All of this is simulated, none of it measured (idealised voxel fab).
process module | voxel released beams
cross-section cut | 280 nm wide | cells 5 nm
A cross-section is a grid of square cells, given in bands from the top down. A band is one or more rows of cells.
Each band's line starts with the height of the band's top and of its bottom, in nm. Then come its materials from left to right, each with its width in nm. One material with "throughout" fills the band from edge to edge. "air" is empty space.
Height 0 is the level under which the wafer as received is all one material. The lowest band goes on downwards, as in "0 down".
A width such as "30 to 40" changes by the same amount from each row of cells to the next, from the band's top row to its bottom row.
"no change" after a step means that no cell of the cross-section changed.
closed voids: empty space of 8 cells or more with no open way to the top, each as width x height at its distance from the left edge, in nm
after a step's settings: what the simulator itself notes on the step
overlay nm, on a step with a mask: how far to the right of its planned place the mask lay; to the left if negative
plan
1 op RECEIVE | material Si
2 op CONFORMAL_DEP | material Al2O3 | thk nm 10
3 op DIRECTIONAL_DEP | material SiO2 | thk nm 15
4 op PATTERN | tone open | mask id ANCHOR | material resist | width nm 30 | thk nm 15 | overlay nm 0
5 op DIRECTIONAL_ETCH | etch materials SiO2 | depth nm 15
6 op STRIP | etch materials resist
7 op CONFORMAL_DEP | material SiN | thk nm 10
8 op PATTERN | tone cover | mask id BEAM | material resist | width nm 75 | thk nm 15 | overlay nm 0
9 op DIRECTIONAL_ETCH | etch materials SiN | depth nm 10
10 op STRIP | etch materials resist
11 op STRIP | etch materials SiO2
as received, after step 1
  0 down: Si throughout
  closed voids: none
a wafer at the end: this start, this plan, one mistake
  25 to 10: SiO2 105 | air 30 | SiO2 145
  10 to 0: Al2O3 throughout
  0 down: Si throughout
  closed voids: none
what went wrong: step 11 ran as: op STRIP | etch materials SiN
